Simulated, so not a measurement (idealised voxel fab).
You're looking at the process module voxel local oxidation.
Section cut is 285 nm wide and gridded with 5 nm square cells.
For the purposes of this document, a cross-section shall be understood as a grid of square cells, specified as bands listed in top-to-bottom order, each band consisting of one or more rows of cells. A band entry consists of two parts. The first gives the height of the band's top and the height of its bottom, in nm. The rest lists the band's materials from left to right, each with its width in nm. A single material labelled with the word "edge to edge" fills the band from edge to edge, and the word "blank" marks empty space. Note: height 0 marks the level under which the wafer is uniformly one material as received. Lowest band unbounded below, written "top 0, no bottom". A width given as "30 to 40" starts at the first number in the band's top row and ends at the second number in its bottom row, shifting by an equal amount at every step from row to row. The designation "remained unchanged", where it is given for a processing step, indicates that no cell of the cross-section was altered in the course of that step. "Closed void catalog": sealed empty spaces, 8 cells or more, no open way to top, listed width x height at distance, with distance from the left edge and width, height and distance in nm. Formally, on a step line, whatever follows the settings is a remark that the simulator itself makes on the step. Among the settings permitted on a step's line is "overlay nm"; applied to a step with a mask, it specifies the extent to which the mask lay to the right of its planned position, whereas a negative figure signifies a position to the left.
The steps planned for the process are as follows
1) RECEIVE | material Si
2) CONFORMAL_DEP | material SiO2 | thk nm 5
3) CONFORMAL_DEP | material SiN | thk nm 10
4) MASKED_ETCH | tone cover | mask id ACTIVE | width nm 110 | etch materials SiN | depth nm 10 | overlay nm 0
5) SELECTIVE_ETCH | etch materials SiO2 | depth nm 5
6) OXIDIZE | depth nm 15
7) STRIP | etch materials SiN
First of two wafers, processed according to plan
This is the cross-section of the wafer as we received it, i.e. after step 1
	top 0, no bottom: Si edge to edge
	Closed void catalog: none
Wafer section view after processing step 2
	top 5, bottom 0: SiO2 edge to edge
	At heights below 0, the structure remains unaltered.
Wafer section view after processing step 3
	top 15, bottom 5: SiN edge to edge
	At heights below 5, the structure remains unaltered.
Wafer section view after processing step 4
	top 15, bottom 5: blank 85; SiN 110; blank 90
	At heights below 5, the structure remains unaltered.
Wafer section view after processing step 5
	top 15, bottom 5: blank 85; SiN 110; blank 90
	top 5, bottom 0: blank 90; SiO2 100; blank 95
	At heights below 0, the structure remains unaltered.
Wafer section view after processing step 6
	top 15, bottom 5: blank 85; SiN 110; blank 90
	top 5, bottom 0: blank 90; SiO2 100; blank 95
	top 0, bottom -15: SiO2 105; Si 70; SiO2 110
	At heights below -15, the structure remains unaltered.
Wafer section view after processing step 7
	top 5, bottom 0: blank 90; SiO2 100; blank 95
	At heights below 0, the structure remains unaltered.
Second of two: same start, same plan, one run error; steps up to and including 3 match the first
Planned end of step 4: second wafer, cross-section
	top 15, bottom 5: blank 75; SiN 110; blank 100
	At heights below 5, the structure remains unaltered.
Planned end of step 5: second wafer, cross-section
	top 15, bottom 5: blank 75; SiN 110; blank 100
	top 5, bottom 0: blank 80; SiO2 100; blank 105
	At heights below 0, the structure remains unaltered.
Planned end of step 6: second wafer, cross-section
	top 15, bottom 5: blank 75; SiN 110; blank 100
	top 5, bottom 0: blank 80; SiO2 100; blank 105
	top 0, bottom -15: SiO2 95; Si 70; SiO2 120
	At heights below -15, the structure remains unaltered.
Planned end of step 7: second wafer, cross-section
	top 5, bottom 0: blank 80; SiO2 100; blank 105
	At heights below 0, the structure remains unaltered.
Error vs. plan: step 4: run off-plan, actual operation and settings MASKED_ETCH | tone cover | mask id ACTIVE | width nm 110 | etch materials SiN | depth nm 10 | overlay nm -10
At the close, every material occupies the same number of cells on the second wafer as on the first, only in different positions.
